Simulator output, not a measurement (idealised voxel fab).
Process module, titled voxel gate over fins
Section cut is 290 nm wide and gridded with 5 nm square cells.
In what follows, cross-sections appear as grids of square cells, described through bands that run from the top down, where every band is one or more rows of cells. Within each band entry, the heights of the top and of the bottom of the band appear first, in that order and in nm; the materials of the band then follow from left to right, each with its corresponding width in nm. The designation "edge to edge" on a single material indicates that it fills the band from edge to edge; the designation "blank" indicates empty space. We count height from 0. Below that, the starting wafer is all one material. The lowest band never ends at the bottom but goes on down; see "0..down" for how that is written. Read "30..40" as a graded width: first number on top, second number at the bottom, same change between each pair of neighbouring rows. Basically "nothing changed" means that step didn't change any cell in the cross-section. If an empty space has no open way to the top and is at least 8 cells in size, "Catalogued sealed voids" lists it, written width x height at distance, where distance is measured from the left edge and every value is in nm. If you see something after the settings on a step's line, that's the simulator's own remark about that step. Each step line may optionally specify "overlay nm", which for a step with a mask gives the rightward distance between the mask's planned place and where it lay, a negative value indicating the leftward direction. Each pair of cross-sections that follows straddles one process step: the one shows the state before the step, the other the state after it, down to the lowest band that changed and no further. The step in question, and its settings, are given under the pair. Note that a pair is not necessarily a continuation of the pair above it, since pairs can come from different runs of this module on the same starting wafer; it is a continuation only where its entry headed "Pre-step section" says so.
Pre-step section
20..10: blank: 90, aC: 20, blank: 25, aC: 20, blank: 25, aC: 20, blank: 90
10..0: SiN edge to edge
0..down: Si edge to edge
Catalogued sealed voids: none
Resultant Cross-Section
20..10: blank: 90, aC: 20, blank: 25, aC: 20, blank: 25, aC: 20, blank: 90
10..0: blank: 90, SiN: 20, blank: 25, SiN: 20, blank: 25, SiN: 20, blank: 90
Whatever lies below 0 is exactly as it was before.
Catalogued sealed voids: none
Step, pre vs post cross-sections above: DIRECTIONAL_ETCH (etch materials SiN; depth nm 10)
Pre-step section: nothing new to draw here, it's the after view of the pair just above.
Resultant Cross-Section
20..10: blank: 90, aC: 20, blank: 25, aC: 20, blank: 25, aC: 20, blank: 90
10..0: blank: 90, SiN: 20, blank: 25, SiN: 20, blank: 25, SiN: 20, blank: 90
0..-40: blank: 90, Si: 20, blank: 25, Si: 20, blank: 25, Si: 20, blank: 90
Whatever lies below -40 is exactly as it was before.
Catalogued sealed voids: none
Step, pre vs post cross-sections above: DIRECTIONAL_ETCH (etch materials Si; depth nm 40)
Pre-step section: nothing new to draw here, it's the after view of the pair just above.
Resultant Cross-Section
10..0: blank: 90, SiN: 20, blank: 25, SiN: 20, blank: 25, SiN: 20, blank: 90
Whatever lies below 0 is exactly as it was before.
Catalogued sealed voids: none
Step, pre vs post cross-sections above: STRIP (etch materials aC)
Pre-step section: nothing new to draw here, it's the after view of the pair just above.
Resultant Cross-Section
10..0: blank: 90, SiN: 20, blank: 25, SiN: 20, blank: 25, SiN: 20, blank: 90
0..-40: blank: 90, SiO2: 5, Si: 10, SiO2: 5, blank: 25, SiO2: 5, Si: 10, SiO2: 5, blank: 25, SiO2: 5, Si: 10, SiO2: 5, blank: 90
-40..-45: SiO2: 95, Si: 10, SiO2: 35, Si: 10, SiO2: 35, Si: 10, SiO2: 95
Whatever lies below -45 is exactly as it was before.
Catalogued sealed voids: none
Step, pre vs post cross-sections above: OXIDIZE (depth nm 5)
Pre-step section: nothing new to draw here, it's the after view of the pair just above.
Resultant Cross-Section
15..10: SiO2 edge to edge
10..0: SiO2: 90, SiN: 20, SiO2: 25, SiN: 20, SiO2: 25, SiN: 20, SiO2: 90
0..-45: SiO2: 95, Si: 10, SiO2: 35, Si: 10, SiO2: 35, Si: 10, SiO2: 95
Whatever lies below -45 is exactly as it was before.
Catalogued sealed voids: none
Step, pre vs post cross-sections above: FILL_DEP (material SiO2; thk nm 5)
Pre-step section: nothing new to draw here, it's the after view of the pair just above.
Resultant Cross-Section
10..0: SiO2: 90, SiN: 20, SiO2: 25, SiN: 20, SiO2: 25, SiN: 20, SiO2: 90
Whatever lies below 0 is exactly as it was before.
Catalogued sealed voids: none
Step, pre vs post cross-sections above: CMP (height nm 10)
Pre-step section: nothing new to draw here, it's the after view of the pair just above.
Resultant Cross-Section
10..0: blank: 90, SiN: 20, blank: 25, SiN: 20, blank: 25, SiN: 20, blank: 90
0..-15: blank: 95, Si: 10, blank: 35, Si: 10, blank: 35, Si: 10, blank: 95
Whatever lies below -15 is exactly as it was before.
Catalogued sealed voids: none
Step, pre vs post cross-sections above: SELECTIVE_ETCH (etch materials SiO2; depth nm 25)
Pre-step section: nothing new to draw here, it's the after view of the pair just above.
Resultant Cross-Section
0..-15: blank: 95, Si: 10, blank: 35, Si: 10, blank: 35, Si: 10, blank: 95
Whatever lies below -15 is exactly as it was before.
Catalogued sealed voids: none
Step, pre vs post cross-sections above: STRIP (etch materials SiN)
Pre-step section: nothing new to draw here, it's the after view of the pair just above.
Resultant Cross-Section
5..0: blank: 90, HfO2: 20, blank: 25, HfO2: 20, blank: 25, HfO2: 20, blank: 90
0..-10: blank: 90, HfO2: 5, Si: 10, HfO2: 5, blank: 25, HfO2: 5, Si: 10, HfO2: 5, blank: 25, HfO2: 5, Si: 10, HfO2: 5, blank: 90
-10..-15: HfO2: 95, Si: 10, HfO2: 35, Si: 10, HfO2: 35, Si: 10, HfO2: 95
Whatever lies below -15 is exactly as it was before.
Catalogued sealed voids: none
Step, pre vs post cross-sections above: CONFORMAL_DEP (material HfO2; thk nm 5)
Pre-step section: nothing new to draw here, it's the after view of the pair just above.
Resultant Cross-Section
10..5: blank: 85, TiN: 30, blank: 15, TiN: 30, blank: 15, TiN: 30, blank: 85
5..0: blank: 85, TiN: 5, HfO2: 20, TiN: 5, blank: 15, TiN: 5, HfO2: 20, TiN: 5, blank: 15, TiN: 5, HfO2: 20, TiN: 5, blank: 85
0..-5: blank: 85, TiN: 5, HfO2: 5, Si: 10, HfO2: 5, TiN: 5, blank: 15, TiN: 5, HfO2: 5, Si: 10, HfO2: 5, TiN: 5, blank: 15, TiN: 5, HfO2: 5, Si: 10, HfO2: 5, TiN: 5, blank: 85
-5..-10: TiN: 90, HfO2: 5, Si: 10, HfO2: 5, TiN: 25, HfO2: 5, Si: 10, HfO2: 5, TiN: 25, HfO2: 5, Si: 10, HfO2: 5, TiN: 90
Whatever lies below -10 is exactly as it was before.
Catalogued sealed voids: none
Step, pre vs post cross-sections above: CONFORMAL_DEP (material TiN; thk nm 5)
Pre-step section: nothing new to draw here, it's the after view of the pair just above.
Resultant Cross-Section
15..10: blank: 80, TiAl: 40, blank: 5, TiAl: 40, blank: 5, TiAl: 40, blank: 80
10..5: blank: 80, TiAl: 5, TiN: 30, TiAl: 5, blank: 5, TiAl: 5, TiN: 30, TiAl: 5, blank: 5, TiAl: 5, TiN: 30, TiAl: 5, blank: 80
5..0: blank: 80, TiAl: 5, TiN: 5, HfO2: 20, TiN: 5, TiAl: 5, blank: 5, TiAl: 5, TiN: 5, HfO2: 20, TiN: 5, TiAl: 5, blank: 5, TiAl: 5, TiN: 5, HfO2: 20, TiN: 5, TiAl: 5, blank: 80
0..-5: TiAl: 85, TiN: 5, HfO2: 5, Si: 10, HfO2: 5, TiN: 5, TiAl: 15, TiN: 5, HfO2: 5, Si: 10, HfO2: 5, TiN: 5, TiAl: 15, TiN: 5, HfO2: 5, Si: 10, HfO2: 5, TiN: 5, TiAl: 85
Whatever lies below -5 is exactly as it was before.
Catalogued sealed voids: none
Step, pre vs post cross-sections above: CONFORMAL_DEP (material TiAl; thk nm 5)
Pre-step section: nothing new to draw here, it's the after view of the pair just above.
Resultant Cross-Section
20..15: blank: 75, TiN: 140, blank: 75
15..10: blank: 75, TiN: 5, TiAl: 40, TiN: 5, TiAl: 40, TiN: 5, TiAl: 40, TiN: 5, blank: 75
10..5: blank: 75, TiN: 5, TiAl: 5, TiN: 30, TiAl: 5, TiN: 5, TiAl: 5, TiN: 30, TiAl: 5, TiN: 5, TiAl: 5, TiN: 30, TiAl: 5, TiN: 5, blank: 75
5..0: TiN: 80, TiAl: 5, TiN: 5, HfO2: 20, TiN: 5, TiAl: 5, TiN: 5, TiAl: 5, TiN: 5, HfO2: 20, TiN: 5, TiAl: 5, TiN: 5, TiAl: 5, TiN: 5, HfO2: 20, TiN: 5, TiAl: 5, TiN: 80
Whatever lies below 0 is exactly as it was before.
Catalogued sealed voids: none
Step, pre vs post cross-sections above: CONFORMAL_DEP (material TiN; thk nm 5)
Pre-step section: nothing new to draw here, it's the after view of the pair just above.
Resultant Cross-Section
30..20: W edge to edge
20..15: W: 75, TiN: 140, W: 75
15..10: W: 75, TiN: 5, TiAl: 40, TiN: 5, TiAl: 40, TiN: 5, TiAl: 40, TiN: 5, W: 75
10..5: W: 75, TiN: 5, TiAl: 5, TiN: 30, TiAl: 5, TiN: 5, TiAl: 5, TiN: 30, TiAl: 5, TiN: 5, TiAl: 5, TiN: 30, TiAl: 5, TiN: 5, W: 75
Whatever lies below 5 is exactly as it was before.
Catalogued sealed voids: none
Step, pre vs post cross-sections above: FILL_DEP (material W; thk nm 10)
Pre-step section: nothing new to draw here, it's the after view of the pair just above.
Resultant Cross-Section
25..20: W edge to edge
Whatever lies below 20 is exactly as it was before.
Catalogued sealed voids: none
Step, pre vs post cross-sections above: CMP (height nm 25)
Pre-step section: nothing new to draw here, it's the after view of the pair just above.
Resultant Cross-Section
30..25: SiN edge to edge
Whatever lies below 25 is exactly as it was before.
Catalogued sealed voids: none
Step, pre vs post cross-sections above: CONFORMAL_DEP (material SiN; thk nm 5)
Pre-step section
20..10: aC edge to edge
10..0: SiN edge to edge
0..down: Si edge to edge
Catalogued sealed voids: none
Resultant Cross-Section
50..20: blank: 100, resist: 15, blank: 30, resist: 15, blank: 30, resist: 15, blank: 85
Whatever lies below 20 is exactly as it was before.
Catalogued sealed voids: none
Step, pre vs post cross-sections above: PATTERN (tone cover; mask id FINS; material resist; width nm 15; pitch nm 45; thk nm 30; overlay nm 10)
Pre-step section: nothing new to draw here, it's the after view of the pair just above.
Resultant Cross-Section
40..20: blank: 100, resist: 15, blank: 30, resist: 15, blank: 30, resist: 15, blank: 85
20..10: blank: 100, aC: 15, blank: 30, aC: 15, blank: 30, aC: 15, blank: 85
Whatever lies below 10 is exactly as it was before.
Catalogued sealed voids: none
Step, pre vs post cross-sections above: DIRECTIONAL_ETCH (etch materials aC; depth nm 10)
Pre-step section: nothing new to draw here, it's the after view of the pair just above.
Resultant Cross-Section
20..10: blank: 100, aC: 15, blank: 30, aC: 15, blank: 30, aC: 15, blank: 85
Whatever lies below 10 is exactly as it was before.
Catalogued sealed voids: none
Step, pre vs post cross-sections above: STRIP (etch materials resist)
Pre-step section: nothing new to draw here, it's the after view of the pair just above.
Resultant Cross-Section
20..10: blank: 100, aC: 15, blank: 30, aC: 15, blank: 30, aC: 15, blank: 85
10..0: blank: 100, SiN: 15, blank: 30, SiN: 15, blank: 30, SiN: 15, blank: 85
Whatever lies below 0 is exactly as it was before.
Catalogued sealed voids: none
Step, pre vs post cross-sections above: DIRECTIONAL_ETCH (etch materials SiN; depth nm 10)
Pre-step section: nothing new to draw here, it's the after view of the pair just above.
Resultant Cross-Section
20..10: blank: 100, aC: 15, blank: 30, aC: 15, blank: 30, aC: 15, blank: 85
10..0: blank: 100, SiN: 15, blank: 30, SiN: 15, blank: 30, SiN: 15, blank: 85
0..-40: blank: 100, Si: 15, blank: 30, Si: 15, blank: 30, Si: 15, blank: 85
Whatever lies below -40 is exactly as it was before.
Catalogued sealed voids: none
Step, pre vs post cross-sections above: DIRECTIONAL_ETCH (etch materials Si; depth nm 40)
Pre-step section: nothing new to draw here, it's the after view of the pair just above.
Resultant Cross-Section
10..0: blank: 100, SiN: 15, blank: 30, SiN: 15, blank: 30, SiN: 15, blank: 85
Whatever lies below 0 is exactly as it was before.
Catalogued sealed voids: none
Step, pre vs post cross-sections above: STRIP (etch materials aC)
Pre-step section: nothing new to draw here, it's the after view of the pair just above.
Resultant Cross-Section
10..0: blank: 100, SiN: 15, blank: 30, SiN: 15, blank: 30, SiN: 15, blank: 85
0..-40: blank: 100, SiO2: 5, Si: 5, SiO2: 5, blank: 30, SiO2: 5, Si: 5, SiO2: 5, blank: 30, SiO2: 5, Si: 5, SiO2: 5, blank: 85
-40..-45: SiO2: 105, Si: 5, SiO2: 40, Si: 5, SiO2: 40, Si: 5, SiO2: 90
Whatever lies below -45 is exactly as it was before.
Catalogued sealed voids: none
Step, pre vs post cross-sections above: OXIDIZE (depth nm 5)
Pre-step section: nothing new to draw here, it's the after view of the pair just above.
Resultant Cross-Section
15..10: SiO2 edge to edge
10..0: SiO2: 100, SiN: 15, SiO2: 30, SiN: 15, SiO2: 30, SiN: 15, SiO2: 85
0..-45: SiO2: 105, Si: 5, SiO2: 40, Si: 5, SiO2: 40, Si: 5, SiO2: 90
Whatever lies below -45 is exactly as it was before.
Catalogued sealed voids: none
Step, pre vs post cross-sections above: FILL_DEP (material SiO2; thk nm 5)
Pre-step section: nothing new to draw here, it's the after view of the pair just above.
Resultant Cross-Section
10..0: SiO2: 100, SiN: 15, SiO2: 30, SiN: 15, SiO2: 30, SiN: 15, SiO2: 85
Whatever lies below 0 is exactly as it was before.
Catalogued sealed voids: none
Step, pre vs post cross-sections above: CMP (height nm 10)
Pre-step section: nothing new to draw here, it's the after view of the pair just above.
Resultant Cross-Section
10..0: blank: 100, SiN: 15, blank: 30, SiN: 15, blank: 30, SiN: 15, blank: 85
0..-15: blank: 105, Si: 5, blank: 40, Si: 5, blank: 40, Si: 5, blank: 90
Whatever lies below -15 is exactly as it was before.
Catalogued sealed voids: none
Step, pre vs post cross-sections above: SELECTIVE_ETCH (etch materials SiO2; depth nm 25)
Pre-step section: nothing new to draw here, it's the after view of the pair just above.
Resultant Cross-Section
0..-15: blank: 105, Si: 5, blank: 40, Si: 5, blank: 40, Si: 5, blank: 90
Whatever lies below -15 is exactly as it was before.
Catalogued sealed voids: none
Step, pre vs post cross-sections above: STRIP (etch materials SiN)
Pre-step section: nothing new to draw here, it's the after view of the pair just above.
Resultant Cross-Section
5..0: blank: 100, HfO2: 15, blank: 30, HfO2: 15, blank: 30, HfO2: 15, blank: 85
0..-10: blank: 100, HfO2: 5, Si: 5, HfO2: 5, blank: 30, HfO2: 5, Si: 5, HfO2: 5, blank: 30, HfO2: 5, Si: 5, HfO2: 5, blank: 85
-10..-15: HfO2: 105, Si: 5, HfO2: 40, Si: 5, HfO2: 40, Si: 5, HfO2: 90
Whatever lies below -15 is exactly as it was before.
Catalogued sealed voids: none
Step, pre vs post cross-sections above: CONFORMAL_DEP (material HfO2; thk nm 5)
Pre-step section: nothing new to draw here, it's the after view of the pair just above.
Resultant Cross-Section
10..5: blank: 95, TiN: 25, blank: 20, TiN: 25, blank: 20, TiN: 25, blank: 80
5..0: blank: 95, TiN: 5, HfO2: 15, TiN: 5, blank: 20, TiN: 5, HfO2: 15, TiN: 5, blank: 20, TiN: 5, HfO2: 15, TiN: 5, blank: 80
0..-5: blank: 95, TiN: 5, HfO2: 5, Si: 5, HfO2: 5, TiN: 5, blank: 20, TiN: 5, HfO2: 5, Si: 5, HfO2: 5, TiN: 5, blank: 20, TiN: 5, HfO2: 5, Si: 5, HfO2: 5, TiN: 5, blank: 80
-5..-10: TiN: 100, HfO2: 5, Si: 5, HfO2: 5, TiN: 30, HfO2: 5, Si: 5, HfO2: 5, TiN: 30, HfO2: 5, Si: 5, HfO2: 5, TiN: 85
Whatever lies below -10 is exactly as it was before.
Catalogued sealed voids: none
Step, pre vs post cross-sections above: CONFORMAL_DEP (material TiN; thk nm 5)
Pre-step section: nothing new to draw here, it's the after view of the pair just above.
Resultant Cross-Section
15..10: blank: 90, TiAl: 35, blank: 10, TiAl: 35, blank: 10, TiAl: 35, blank: 75
10..5: blank: 90, TiAl: 5, TiN: 25, TiAl: 5, blank: 10, TiAl: 5, TiN: 25, TiAl: 5, blank: 10, TiAl: 5, TiN: 25, TiAl: 5, blank: 75
5..0: blank: 90, TiAl: 5, TiN: 5, HfO2: 15, TiN: 5, TiAl: 5, blank: 10, TiAl: 5, TiN: 5, HfO2: 15, TiN: 5, TiAl: 5, blank: 10, TiAl: 5, TiN: 5, HfO2: 15, TiN: 5, TiAl: 5, blank: 75
0..-5: TiAl: 95, TiN: 5, HfO2: 5, Si: 5, HfO2: 5, TiN: 5, TiAl: 20, TiN: 5, HfO2: 5, Si: 5, HfO2: 5, TiN: 5, TiAl: 20, TiN: 5, HfO2: 5, Si: 5, HfO2: 5, TiN: 5, TiAl: 80
Whatever lies below -5 is exactly as it was before.
Catalogued sealed voids: none
Step, pre vs post cross-sections above: CONFORMAL_DEP (material TiAl; thk nm 5)
Pre-step section: nothing new to draw here, it's the after view of the pair just above.
Resultant Cross-Section
20..15: blank: 85, TiN: 135, blank: 70
15..10: blank: 85, TiN: 5, TiAl: 35, TiN: 10, TiAl: 35, TiN: 10, TiAl: 35, TiN: 5, blank: 70
10..5: blank: 85, TiN: 5, TiAl: 5, TiN: 25, TiAl: 5, TiN: 10, TiAl: 5, TiN: 25, TiAl: 5, TiN: 10, TiAl: 5, TiN: 25, TiAl: 5, TiN: 5, blank: 70
5..0: TiN: 90, TiAl: 5, TiN: 5, HfO2: 15, TiN: 5, TiAl: 5, TiN: 10, TiAl: 5, TiN: 5, HfO2: 15, TiN: 5, TiAl: 5, TiN: 10, TiAl: 5, TiN: 5, HfO2: 15, TiN: 5, TiAl: 5, TiN: 75
Whatever lies below 0 is exactly as it was before.
Catalogued sealed voids: none
Step, pre vs post cross-sections above: CONFORMAL_DEP (material TiN; thk nm 5)
Pre-step section: nothing new to draw here, it's the after view of the pair just above.
Resultant Cross-Section
30..20: W edge to edge
20..15: W: 85, TiN: 135, W: 70
15..10: W: 85, TiN: 5, TiAl: 35, TiN: 10, TiAl: 35, TiN: 10, TiAl: 35, TiN: 5, W: 70
10..5: W: 85, TiN: 5, TiAl: 5, TiN: 25, TiAl: 5, TiN: 10, TiAl: 5, TiN: 25, TiAl: 5, TiN: 10, TiAl: 5, TiN: 25, TiAl: 5, TiN: 5, W: 70
Whatever lies below 5 is exactly as it was before.
Catalogued sealed voids: none
Step, pre vs post cross-sections above: FILL_DEP (material W; thk nm 10)
Pre-step section: nothing new to draw here, it's the after view of the pair just above.
Resultant Cross-Section
25..20: W edge to edge
Whatever lies below 20 is exactly as it was before.
Catalogued sealed voids: none
Step, pre vs post cross-sections above: CMP (height nm 25)
Pre-step section: nothing new to draw here, it's the after view of the pair just above.
Resultant Cross-Section
30..25: SiN edge to edge
Whatever lies below 25 is exactly as it was before.
Catalogued sealed voids: none
Step, pre vs post cross-sections above: CONFORMAL_DEP (material SiN; thk nm 5)
Pre-step section
10..5: blank: 85, TiN: 25, blank: 20, TiN: 25, blank: 20, TiN: 25, blank: 90
5..0: blank: 85, TiN: 5, HfO2: 15, TiN: 5, blank: 20, TiN: 5, HfO2: 15, TiN: 5, blank: 20, TiN: 5, HfO2: 15, TiN: 5, blank: 90
0..-5: blank: 85, TiN: 5, HfO2: 5, Si: 5, HfO2: 5, TiN: 5, blank: 20, TiN: 5, HfO2: 5, Si: 5, HfO2: 5, TiN: 5, blank: 20, TiN: 5, HfO2: 5, Si: 5, HfO2: 5, TiN: 5, blank: 90
-5..-10: TiN: 90, HfO2: 5, Si: 5, HfO2: 5, TiN: 30, HfO2: 5, Si: 5, HfO2: 5, TiN: 30, HfO2: 5, Si: 5, HfO2: 5, TiN: 95
-10..-15: HfO2: 95, Si: 5, HfO2: 40, Si: 5, HfO2: 40, Si: 5, HfO2: 100
-15..-45: SiO2: 95, Si: 5, SiO2: 40, Si: 5, SiO2: 40, Si: 5, SiO2: 100
-45..down: Si edge to edge
Catalogued sealed voids: none
Resultant Cross-Section
15..10: blank: 80, HfO2: 35, blank: 10, HfO2: 35, blank: 10, HfO2: 35, blank: 85
10..5: blank: 80, HfO2: 5, TiN: 25, HfO2: 5, blank: 10, HfO2: 5, TiN: 25, HfO2: 5, blank: 10, HfO2: 5, TiN: 25, HfO2: 5, blank: 85
5..0: blank: 80, HfO2: 5, TiN: 5, HfO2: 15, TiN: 5, HfO2: 5, blank: 10, HfO2: 5, TiN: 5, HfO2: 15, TiN: 5, HfO2: 5, blank: 10, HfO2: 5, TiN: 5, HfO2: 15, TiN: 5, HfO2: 5, blank: 85
0..-5: HfO2: 85, TiN: 5, HfO2: 5, Si: 5, HfO2: 5, TiN: 5, HfO2: 20, TiN: 5, HfO2: 5, Si: 5, HfO2: 5, TiN: 5, HfO2: 20, TiN: 5, HfO2: 5, Si: 5, HfO2: 5, TiN: 5, HfO2: 90
Whatever lies below -5 is exactly as it was before.
Catalogued sealed voids: none
Step, pre vs post cross-sections above: CONFORMAL_DEP (material HfO2; thk nm 5)
Pre-step section: nothing new to draw here, it's the after view of the pair just above.
Resultant Cross-Section
20..15: blank: 75, TiN: 135, blank: 80
15..10: blank: 75, TiN: 5, HfO2: 35, TiN: 10, HfO2: 35, TiN: 10, HfO2: 35, TiN: 5, blank: 80
10..5: blank: 75, TiN: 5, HfO2: 5, TiN: 25, HfO2: 5, TiN: 10, HfO2: 5, TiN: 25, HfO2: 5, TiN: 10, HfO2: 5, TiN: 25, HfO2: 5, TiN: 5, blank: 80
5..0: TiN: 80, HfO2: 5, TiN: 5, HfO2: 15, TiN: 5, HfO2: 5, TiN: 10, HfO2: 5, TiN: 5, HfO2: 15, TiN: 5, HfO2: 5, TiN: 10, HfO2: 5, TiN: 5, HfO2: 15, TiN: 5, HfO2: 5, TiN: 85
Whatever lies below 0 is exactly as it was before.
Catalogued sealed voids: none
Step, pre vs post cross-sections above: CONFORMAL_DEP (material TiN; thk nm 5)
Pre-step section: nothing new to draw here, it's the after view of the pair just above.
Resultant Cross-Section
30..20: W edge to edge
20..15: W: 75, TiN: 135, W: 80
15..10: W: 75, TiN: 5, HfO2: 35, TiN: 10, HfO2: 35, TiN: 10, HfO2: 35, TiN: 5, W: 80
10..5: W: 75, TiN: 5, HfO2: 5, TiN: 25, HfO2: 5, TiN: 10, HfO2: 5, TiN: 25, HfO2: 5, TiN: 10, HfO2: 5, TiN: 25, HfO2: 5, TiN: 5, W: 80
Whatever lies below 5 is exactly as it was before.
Catalogued sealed voids: none
Step, pre vs post cross-sections above: FILL_DEP (material W; thk nm 10)
Pre-step section: nothing new to draw here, it's the after view of the pair just above.
Resultant Cross-Section
25..20: W edge to edge
Whatever lies below 20 is exactly as it was before.
Catalogued sealed voids: none
Step, pre vs post cross-sections above: CMP (height nm 25)
Pre-step section: nothing new to draw here, it's the after view of the pair just above.
Resultant Cross-Section
30..25: SiN edge to edge
Whatever lies below 25 is exactly as it was before.
Catalogued sealed voids: none
Step, pre vs post cross-sections above: CONFORMAL_DEP (material SiN; thk nm 5)
Pre-step section
20..10: aC edge to edge
10..0: SiN edge to edge
0..down: Si edge to edge
Catalogued sealed voids: none
Resultant Cross-Section
50..20: resist: 90, blank: 15, resist: 30, blank: 15, resist: 30, blank: 15, resist: 95
Whatever lies below 20 is exactly as it was before.
Catalogued sealed voids: none
Step, pre vs post cross-sections above: PATTERN (tone open; mask id FINS; material resist; width nm 15; pitch nm 45; thk nm 30; overlay nm 0)
Pre-step section: nothing new to draw here, it's the after view of the pair just above.
Resultant Cross-Section
40..20: resist: 90, blank: 15, resist: 30, blank: 15, resist: 30, blank: 15, resist: 95
20..10: aC: 90, blank: 15, aC: 30, blank: 15, aC: 30, blank: 15, aC: 95
Whatever lies below 10 is exactly as it was before.
Catalogued sealed voids: none
Step, pre vs post cross-sections above: DIRECTIONAL_ETCH (etch materials aC; depth nm 10)
Pre-step section: nothing new to draw here, it's the after view of the pair just above.
Resultant Cross-Section
20..10: aC: 90, blank: 15, aC: 30, blank: 15, aC: 30, blank: 15, aC: 95
Whatever lies below 10 is exactly as it was before.
Catalogued sealed voids: none
Step, pre vs post cross-sections above: STRIP (etch materials resist)
Pre-step section: nothing new to draw here, it's the after view of the pair just above.
Resultant Cross-Section
20..10: aC: 90, blank: 15, aC: 30, blank: 15, aC: 30, blank: 15, aC: 95
10..0: SiN: 90, blank: 15, SiN: 30, blank: 15, SiN: 30, blank: 15, SiN: 95
Whatever lies below 0 is exactly as it was before.
Catalogued sealed voids: none
Step, pre vs post cross-sections above: DIRECTIONAL_ETCH (etch materials SiN; depth nm 10)
Pre-step section: nothing new to draw here, it's the after view of the pair just above.
Resultant Cross-Section
20..10: aC: 90, blank: 15, aC: 30, blank: 15, aC: 30, blank: 15, aC: 95
10..0: SiN: 90, blank: 15, SiN: 30, blank: 15, SiN: 30, blank: 15, SiN: 95
0..-40: Si: 90, blank: 15, Si: 30, blank: 15, Si: 30, blank: 15, Si: 95
Whatever lies below -40 is exactly as it was before.
Catalogued sealed voids: none
Step, pre vs post cross-sections above: DIRECTIONAL_ETCH (etch materials Si; depth nm 40)
Pre-step section: nothing new to draw here, it's the after view of the pair just above.
Resultant Cross-Section
10..0: SiN: 90, blank: 15, SiN: 30, blank: 15, SiN: 30, blank: 15, SiN: 95
Whatever lies below 0 is exactly as it was before.
Catalogued sealed voids: none
Step, pre vs post cross-sections above: STRIP (etch materials aC)
Pre-step section: nothing new to draw here, it's the after view of the pair just above.
Resultant Cross-Section
10..0: SiN: 90, blank: 15, SiN: 30, blank: 15, SiN: 30, blank: 15, SiN: 95
0..-40: Si: 85, SiO2: 5, blank: 15, SiO2: 5, Si: 20, SiO2: 5, blank: 15, SiO2: 5, Si: 20, SiO2: 5, blank: 15, SiO2: 5, Si: 90
-40..-45: Si: 85, SiO2: 25, Si: 20, SiO2: 25, Si: 20, SiO2: 25, Si: 90
Whatever lies below -45 is exactly as it was before.
Catalogued sealed voids: none
Step, pre vs post cross-sections above: OXIDIZE (depth nm 5)
Pre-step section: nothing new to draw here, it's the after view of the pair just above.
Resultant Cross-Section
15..10: SiO2 edge to edge
10..0: SiN: 90, SiO2: 15, SiN: 30, SiO2: 15, SiN: 30, SiO2: 15, SiN: 95
0..-45: Si: 85, SiO2: 25, Si: 20, SiO2: 25, Si: 20, SiO2: 25, Si: 90
Whatever lies below -45 is exactly as it was before.
Catalogued sealed voids: none
Step, pre vs post cross-sections above: FILL_DEP (material SiO2; thk nm 5)
Pre-step section: nothing new to draw here, it's the after view of the pair just above.
Resultant Cross-Section
10..0: SiN: 90, SiO2: 15, SiN: 30, SiO2: 15, SiN: 30, SiO2: 15, SiN: 95
Whatever lies below 0 is exactly as it was before.
Catalogued sealed voids: none
Step, pre vs post cross-sections above: CMP (height nm 10)
Pre-step section: nothing new to draw here, it's the after view of the pair just above.
Resultant Cross-Section
10..0: SiN: 90, blank: 15, SiN: 30, blank: 15, SiN: 30, blank: 15, SiN: 95
0..-15: Si: 85, blank: 25, Si: 20, blank: 25, Si: 20, blank: 25, Si: 90
Whatever lies below -15 is exactly as it was before.
Catalogued sealed voids: none
Step, pre vs post cross-sections above: SELECTIVE_ETCH (etch materials SiO2; depth nm 25)
Pre-step section: nothing new to draw here, it's the after view of the pair just above.
Resultant Cross-Section
0..-15: Si: 85, blank: 25, Si: 20, blank: 25, Si: 20, blank: 25, Si: 90
Whatever lies below -15 is exactly as it was before.
Catalogued sealed voids: none
Step, pre vs post cross-sections above: STRIP (etch materials SiN)
Pre-step section: nothing new to draw here, it's the after view of the pair just above.
Resultant Cross-Section
5..0: HfO2: 90, blank: 15, HfO2: 30, blank: 15, HfO2: 30, blank: 15, HfO2: 95
0..-10: Si: 85, HfO2: 5, blank: 15, HfO2: 5, Si: 20, HfO2: 5, blank: 15, HfO2: 5, Si: 20, HfO2: 5, blank: 15, HfO2: 5, Si: 90
-10..-15: Si: 85, HfO2: 25, Si: 20, HfO2: 25, Si: 20, HfO2: 25, Si: 90
Whatever lies below -15 is exactly as it was before.
Catalogued sealed voids: none
Step, pre vs post cross-sections above: CONFORMAL_DEP (material HfO2; thk nm 5)
Pre-step section: nothing new to draw here, it's the after view of the pair just above.
Resultant Cross-Section
10..5: TiN: 95, blank: 5, TiN: 40, blank: 5, TiN: 40, blank: 5, TiN: 100
5..0: HfO2: 90, TiN: 5, blank: 5, TiN: 5, HfO2: 30, TiN: 5, blank: 5, TiN: 5, HfO2: 30, TiN: 5, blank: 5, TiN: 5, HfO2: 95
0..-5: Si: 85, HfO2: 5, TiN: 5, blank: 5, TiN: 5, HfO2: 5, Si: 20, HfO2: 5, TiN: 5, blank: 5, TiN: 5, HfO2: 5, Si: 20, HfO2: 5, TiN: 5, blank: 5, TiN: 5, HfO2: 5, Si: 90
-5..-10: Si: 85, HfO2: 5, TiN: 15, HfO2: 5, Si: 20, HfO2: 5, TiN: 15, HfO2: 5, Si: 20, HfO2: 5, TiN: 15, HfO2: 5, Si: 90
Whatever lies below -10 is exactly as it was before.
Catalogued sealed voids: none
Step, pre vs post cross-sections above: CONFORMAL_DEP (material TiN; thk nm 5)
Pre-step section: nothing new to draw here, it's the after view of the pair just above.
Resultant Cross-Section
15..10: TiAl edge to edge
10..5: TiN: 95, TiAl: 5, TiN: 40, TiAl: 5, TiN: 40, TiAl: 5, TiN: 100
5..0: HfO2: 90, TiN: 5, TiAl: 5, TiN: 5, HfO2: 30, TiN: 5, TiAl: 5, TiN: 5, HfO2: 30, TiN: 5, TiAl: 5, TiN: 5, HfO2: 95
0..-5: Si: 85, HfO2: 5, TiN: 5, TiAl: 5, TiN: 5, HfO2: 5, Si: 20, HfO2: 5, TiN: 5, TiAl: 5, TiN: 5, HfO2: 5, Si: 20, HfO2: 5, TiN: 5, TiAl: 5, TiN: 5, HfO2: 5, Si: 90
Whatever lies below -5 is exactly as it was before.
Catalogued sealed voids: none
Step, pre vs post cross-sections above: CONFORMAL_DEP (material TiAl; thk nm 5)
Pre-step section: nothing new to draw here, it's the after view of the pair just above.
Resultant Cross-Section
20..15: TiN edge to edge
Whatever lies below 15 is exactly as it was before.
Catalogued sealed voids: none
Step, pre vs post cross-sections above: CONFORMAL_DEP (material TiN; thk nm 5)
Pre-step section: nothing new to draw here, it's the after view of the pair just above.
Resultant Cross-Section
30..20: W edge to edge
Whatever lies below 20 is exactly as it was before.
Catalogued sealed voids: none
Step, pre vs post cross-sections above: FILL_DEP (material W; thk nm 10)
Pre-step section: nothing new to draw here, it's the after view of the pair just above.
Resultant Cross-Section
25..20: W edge to edge
Whatever lies below 20 is exactly as it was before.
Catalogued sealed voids: none
Step, pre vs post cross-sections above: CMP (height nm 25)
